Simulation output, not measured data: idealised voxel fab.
process module | voxel lift off
cross-section cut | 295 nm wide | cells 5 nm
A cross-section is a grid of square cells, given in bands from the top down. A band is one or more rows of cells.
Each band's line starts with the height of the band's top and of its bottom, in nm. Then come its materials from left to right, each with its width in nm. One material with "throughout" fills the band from edge to edge. "air" is empty space.
Height 0 is the level under which the wafer as received is all one material. The lowest band goes on downwards, as in "0 down".
A width such as "30 to 40" changes by the same amount from each row of cells to the next, from the band's top row to its bottom row.
"no change" after a step means that no cell of the cross-section changed.
closed voids: empty space of 8 cells or more with no open way to the top, each as width x height at its distance from the left edge, in nm
after a step's settings: what the simulator itself notes on the step
overlay nm, on a step with a mask: how far to the right of its planned place the mask lay; to the left if negative
plan
1 op RECEIVE | material Si
2 op CONFORMAL_DEP | material SiN | thk nm 15
3 op PATTERN | tone open | mask id LINES | material resist | width nm 20 | pitch nm 35 | thk nm 30 | overlay nm 0
4 op DIRECTIONAL_DEP | material Ru | thk nm 15
5 op STRIP | etch materials resist
6 op CONFORMAL_DEP | material SiN | thk nm 5
as received, after step 1
  0 down: Si throughout
  closed voids: none
a wafer at the end: this start, this plan, one mistake
  35 to 20: air 115 | Ru 30 | air 5 | Ru 30 | air 115
  20 to 15: Ru throughout
  15 to 0: SiN throughout
  0 down: Si throughout
  closed voids: none
what went wrong: step 6 ran as: op CONFORMAL_DEP | material Ru | thk nm 5
